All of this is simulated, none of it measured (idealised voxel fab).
Process module in this document: voxel wiring stack
Cross-section cut spans 260 nm and uses square cells 5 nm in size.
Format of a cross-section: grid, square cells. Given as bands. Order: top down. Band: one or more rows of cells.
Top, bottom (nm), then materials left to right with widths (nm); lone material tagged "throughout" fills the whole band edge to edge; "air" = empty space.
Height 0 is the level under which the wafer as received is all one material. The lowest band goes on downwards, as in "top 0, no bottom".
Quick explanation for "30->40": the width changes in equal steps down the rows of cells, from the first number in the band's top row to the second number in its bottom row.
Any step labelled "no modifications" changed none of the cells in the cross-section.
The list in "Cavities, closed" covers empty spaces of 8 cells or more that cannot reach the top through any open way, and it gives each as width x height at distance; the distance is from the left edge, and width, height and distance are in nm.
Step line, after settings: the simulator's comment on this step.
overlay nm: where the mask lay relative to plan, measured to the right, on steps with a mask; negatives go left.

### Planned step list for the process
1) op RECEIVE | material Si
2) op CONFORMAL_DEP | material SiO2 | thk nm 10
3) op CONFORMAL_DEP | material SiN | thk nm 5
4) op DIRECTIONAL_DEP | material lowk | thk nm 20
5) op PATTERN | tone open | mask id METAL_1 | material resist | width nm 20 | pitch nm 40 | thk nm 15 | overlay nm 0
6) op DIRECTIONAL_ETCH | etch materials lowk | depth nm 20
7) op DIRECTIONAL_ETCH | etch materials SiN | depth nm 5
8) op STRIP | etch materials resist
9) op CONFORMAL_DEP | material TiN | thk nm 5
10) op FILL_DEP | material Cu | thk nm 10
11) op CMP | height nm 35
12) op EPI | material Ru | thk nm 5
13) op FILL_DEP | material SiCN | thk nm 5
14) op DIRECTIONAL_DEP | material SiO2 | thk nm 15
15) op MASKED_ETCH | tone open | mask id PLUG_1 | width nm 15 | pitch nm 40 | etch materials SiO2 | depth nm 15 | overlay nm 0
16) op MASKED_ETCH | tone open | mask id PLUG_1 | width nm 15 | pitch nm 40 | etch materials SiCN | depth nm 5 | overlay nm 0
17) op EPI | material Ru | thk nm 10
18) op EPI | material Ru | thk nm 10
19) op CONFORMAL_DEP | material SiN | thk nm 5
20) op DIRECTIONAL_DEP | material SiO2 | thk nm 25
21) op PATTERN | tone open | mask id METAL_2 | material resist | width nm 15 | pitch nm 40 | thk nm 15 | overlay nm 0
22) op DIRECTIONAL_ETCH | etch materials SiO2 | depth nm 25
23) op DIRECTIONAL_ETCH | etch materials SiN | depth nm 5
24) op STRIP | etch materials resist
25) op CONFORMAL_DEP | material TiN | thk nm 5
26) op FILL_DEP | material W | thk nm 5
27) op CMP | height nm 90
28) op EPI | material Ru | thk nm 5
29) op FILL_DEP | material SiCN | thk nm 5
30) op DIRECTIONAL_DEP | material lowk | thk nm 35
31) op MASKED_ETCH | tone open | mask id METAL_3 | width nm 20 | pitch nm 40 | etch materials lowk | depth nm 20 | overlay nm 0
32) op DIRECTIONAL_DEP | material aC | thk nm 15
33) op PATTERN | tone open | mask id METAL_3_HOLES | material resist | width nm 15 | pitch nm 80 | thk nm 35 | overlay nm 0
34) op DIRECTIONAL_ETCH | etch materials aC | depth nm 15
35) op STRIP | etch materials resist
36) op DIRECTIONAL_ETCH | etch materials lowk | depth nm 15
37) op DIRECTIONAL_ETCH | etch materials SiCN | depth nm 5
38) op STRIP | etch materials aC
39) op CONFORMAL_DEP | material TiN | thk nm 5
40) op FILL_DEP | material Ru | thk nm 10
41) op CMP | height nm 135
42) op CONFORMAL_DEP | material SiCN | thk nm 5
Where the wafers of this document differ is in the width nm of step 21; they start out the same, and the plan states the value that applied to the first wafer.

### As-received cross-section, first of several wafers, post step 1
	top 0, no bottom | Si throughout
	Cavities, closed: none

### Per wafer (row), end of module: delta in cells per material since receipt, (+) for gained, (-) for lost; closed voids after that
width nm 15 | +32 Cu | +124 Ru | +198 SiCN | +76 SiN | +424 SiO2 | +156 TiN | +20 W | +426 lowk | Cavities, closed: none
width nm 20 | +32 Cu | +128 Ru | +194 SiCN | +72 SiN | +404 SiO2 | +160 TiN | +40 W | +426 lowk | Cavities, closed: none
width nm 25 | +32 Cu | +132 Ru | +190 SiCN | +68 SiN | +384 SiO2 | +164 TiN | +60 W | +426 lowk | Cavities, closed: none
